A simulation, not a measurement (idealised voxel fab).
You're looking at the process module voxel wiring stack.
Cross-sectional view cut (width: 230 nm; square cell size: 5 nm).
Cross-section layout: square cells on a grid; listed as bands, top to bottom; a band spans one or more cell rows. Band entry format. Leading values: height of top, height of bottom, nm. Remainder: materials in left-to-right order, each with its width in nm. Special words: "everywhere" on a single material, which then fills the band edge to edge; "empty", empty space. All heights in this document are referenced to 0, defined as the level beneath which the wafer, as received, consists entirely of one material. The lowest band is not bounded below; it extends indefinitely downward and is written in the form "0..down". A two-number width, for instance "30 to 40", indicates that the width is equal to the first number in the top row of the band and to the second number in the bottom row, and that it changes by a constant amount per row of cells. Any step labelled "no alterations made" changed none of the cells in the cross-section. Trapped cavities: empty space of 8 cells or more with no open way to the top, each as width x height at its distance from the left edge, in nm. Text after the settings on a step's line: the simulator's own remark on that step. Regarding "overlay nm": on a step with a mask, it is the distance the mask lay to the right of its planned place; a negative value places it to the left.
[The following list gives the planned process steps]
1) op RECEIVE | material Si
2) op CONFORMAL_DEP | material SiO2 | thk nm 15
3) op CONFORMAL_DEP | material SiN | thk nm 5
4) op DIRECTIONAL_DEP | material SiO2 | thk nm 20
5) op DIRECTIONAL_DEP | material aC | thk nm 10
6) op PATTERN | tone open | mask id METAL_1 | material resist | width nm 20 | pitch nm 50 | thk nm 25 | overlay nm 0
7) op DIRECTIONAL_ETCH | etch materials aC | depth nm 10
8) op STRIP | etch materials resist
9) op DIRECTIONAL_ETCH | etch materials SiO2 | depth nm 20
10) op DIRECTIONAL_ETCH | etch materials SiN | depth nm 5
11) op STRIP | etch materials aC
12) op CONFORMAL_DEP | material TiN | thk nm 5
13) op FILL_DEP | material W | thk nm 10
14) op CMP | height nm 40
15) op EPI | material Ru | thk nm 5
16) op FILL_DEP | material SiCN | thk nm 5
17) op DIRECTIONAL_DEP | material lowk | thk nm 30
18) op MASKED_ETCH | tone open | mask id METAL_2_HOLES | width nm 15 | pitch nm 50 | etch materials lowk | depth nm 30 | overlay nm 0
19) op MASKED_ETCH | tone open | mask id METAL_2 | width nm 20 | pitch nm 50 | etch materials lowk | depth nm 15 | overlay nm 0
20) op MASKED_ETCH | tone open | mask id METAL_2 | width nm 20 | pitch nm 50 | etch materials SiCN | depth nm 5 | overlay nm 0
21) op CONFORMAL_DEP | material TiN | thk nm 5
22) op FILL_DEP | material Cu | thk nm 5
23) op CMP | height nm 80
24) op CONFORMAL_DEP | material SiCN | thk nm 5
25) op DIRECTIONAL_DEP | material lowk | thk nm 25
26) op PATTERN | tone open | mask id METAL_3 | material resist | width nm 20 | pitch nm 50 | thk nm 20 | overlay nm 0
27) op DIRECTIONAL_ETCH | etch materials lowk | depth nm 15
28) op STRIP | etch materials resist
29) op PATTERN | tone open | mask id METAL_3_HOLES | material resist | width nm 15 | pitch nm 50 | thk nm 20 | overlay nm 0
30) op DIRECTIONAL_ETCH | etch materials lowk | depth nm 10
31) op DIRECTIONAL_ETCH | etch materials SiCN | depth nm 5
32) op STRIP | etch materials resist
33) op CONFORMAL_DEP | material TiN | thk nm 5
34) op FILL_DEP | material Ru | thk nm 10
35) op CMP | height nm 110
36) op CONFORMAL_DEP | material SiN | thk nm 5
[Cross-section of the wafer at receipt, which is the condition after step 1]
	0..down | Si everywhere
	Trapped cavities: none
[Cross-section: first of two wafers, module finished, run according to plan]
	115..110 | SiN everywhere
	110..100 | lowk (80), then TiN (5), then Ru (10), then TiN (5), then lowk (30), then TiN (5), then Ru (10), then TiN (5), then lowk (80)
	100..95 | lowk (80), then TiN (5), then Ru (5), then TiN (10), then lowk (30), then TiN (5), then Ru (5), then TiN (10), then lowk (80)
	95..85 | lowk (80), then TiN (5), then Ru (5), then TiN (5), then lowk (35), then TiN (5), then Ru (5), then TiN (5), then lowk (85)
	85..80 | SiCN (80), then TiN (15), then SiCN (35), then TiN (15), then SiCN (85)
	80..70 | lowk (80), then TiN (5), then Cu (10), then TiN (5), then lowk (30), then TiN (5), then Cu (10), then TiN (5), then lowk (80)
	70..65 | lowk (80), then TiN (5), then Cu (5), then TiN (10), then lowk (30), then TiN (5), then Cu (5), then TiN (10), then lowk (80)
	65..50 | lowk (80), then TiN (5), then Cu (5), then TiN (5), then lowk (35), then TiN (5), then Cu (5), then TiN (5), then lowk (85)
	50..45 | SiCN (80), then TiN (15), then SiCN (35), then TiN (15), then SiCN (85)
	45..40 | SiCN (75), then Ru (30), then SiCN (20), then Ru (30), then SiCN (75)
	40..20 | SiO2 (80), then TiN (5), then W (10), then TiN (5), then SiO2 (30), then TiN (5), then W (10), then TiN (5), then SiO2 (80)
	20..15 | SiN (80), then TiN (20), then SiN (30), then TiN (20), then SiN (80)
	15..0 | SiO2 everywhere
	0..down | Si everywhere
	Trapped cavities: none
[Cross-section at end of module for the second wafer of two, which matched the first in starting point and plan and differed by one mistake in its processing]
	115..110 | SiN everywhere
	110..100 | lowk (80), then TiN (5), then Ru (10), then TiN (5), then lowk (30), then TiN (5), then Ru (10), then TiN (5), then lowk (80)
	100..95 | lowk (80), then TiN (5), then Ru (5), then TiN (10), then lowk (30), then TiN (5), then Ru (5), then TiN (10), then lowk (80)
	95..85 | lowk (80), then TiN (5), then Ru (5), then TiN (5), then lowk (35), then TiN (5), then Ru (5), then TiN (5), then lowk (85)
	85..80 | SiCN (80), then TiN (15), then SiCN (35), then TiN (15), then SiCN (85)
	80..70 | lowk (80), then TiN (5), then Cu (5), then TiN (5), then lowk (35), then TiN (5), then Cu (5), then TiN (5), then lowk (85)
	70..65 | lowk (80), then TiN (15), then lowk (35), then TiN (15), then lowk (85)
	65..50 | lowk everywhere
	50..45 | SiCN everywhere
	45..40 | SiCN (75), then Ru (30), then SiCN (20), then Ru (30), then SiCN (75)
	40..20 | SiO2 (80), then TiN (5), then W (10), then TiN (5), then SiO2 (30), then TiN (5), then W (10), then TiN (5), then SiO2 (80)
	20..15 | SiN (80), then TiN (20), then SiN (30), then TiN (20), then SiN (80)
	15..0 | SiO2 everywhere
	0..down | Si everywhere
	Trapped cavities: none
Misprocessing identified: step 17 of the plan was executed twice over
Wrapping up, a cell-based count of both wafers puts the second over or under the first for these materials: -12 Cu; +6 SiCN; -18 TiN; +24 lowk
